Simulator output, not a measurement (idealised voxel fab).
You're looking at the process module voxel tone inversion.
Cross-section cut spans 195 nm and uses square cells 5 nm in size.
Think of the cross-section as a grid of square cells. We describe it in bands, top to bottom, and each band covers one or more rows of those cells. Heights first: top, then bottom, in nm. Then materials, left to right, each with a width in nm. "full width" on a single material: fills the band edge to edge. "air": empty space. The reference from which all heights are counted is 0, the level beneath which the as-received wafer is entirely one material; the lowest band, having no lower bound, proceeds downward and is written after the example "0 nm and below". Quick explanation for "30 to 40": the width changes in equal steps down the rows of cells, from the first number in the band's top row to the second number in its bottom row. "stayed the same" for a step: no cell of the cross-section changed in that step. If an empty space has no open way to the top and is at least 8 cells in size, "Sealed cavities" lists it, written width x height at distance, where distance is measured from the left edge and every value is in nm. Read whatever lies past the settings on a step's line as the simulator's own remark about the step. Steps that use a mask can have "overlay nm" on their line. It says how far the mask sat to the right of where it was meant to be. Negative means to the left.

### Set out below are the planned steps of the process
1) RECEIVE: material Si
2) CONFORMAL_DEP: material SiCN, thk nm 10
3) DIRECTIONAL_DEP: material aC, thk nm 20
4) PATTERN: tone cover, mask id POSTS, material resist, width nm 15, pitch nm 45, thk nm 25, overlay nm 0
5) DIRECTIONAL_ETCH: etch materials aC, depth nm 20
6) STRIP: etch materials resist
7) FILL_DEP: material lowk, thk nm 5
8) CMP: height nm 30
9) STRIP: etch materials aC
10) CONFORMAL_DEP: material TiN, thk nm 5
11) FILL_DEP: material Cu, thk nm 5
12) CMP: height nm 30
13) CONFORMAL_DEP: material SiCN, thk nm 5
varied across the wafers: width nm of step 4. The plan shows the first wafer's value. All wafers start alike

### Step 1 complete: as-received cross-section of the first of several wafers
	0 nm and below: Si full width
	Sealed cavities: none

### The following table contains a row per wafer, in which are reported, at the conclusion of the module, the cells of each material gained (+) or lost (-) since the wafer's receipt, with its closed voids given thereafter
width nm 15; +9 Cu; +117 SiCN; +27 TiN; +120 lowk; Sealed cavities: none
width nm 20; +18 Cu; +117 SiCN; +30 TiN; +108 lowk; Sealed cavities: none
width nm 25; +27 Cu; +117 SiCN; +33 TiN; +96 lowk; Sealed cavities: none
width nm 30; +36 Cu; +117 SiCN; +36 TiN; +84 lowk; Sealed cavities: none
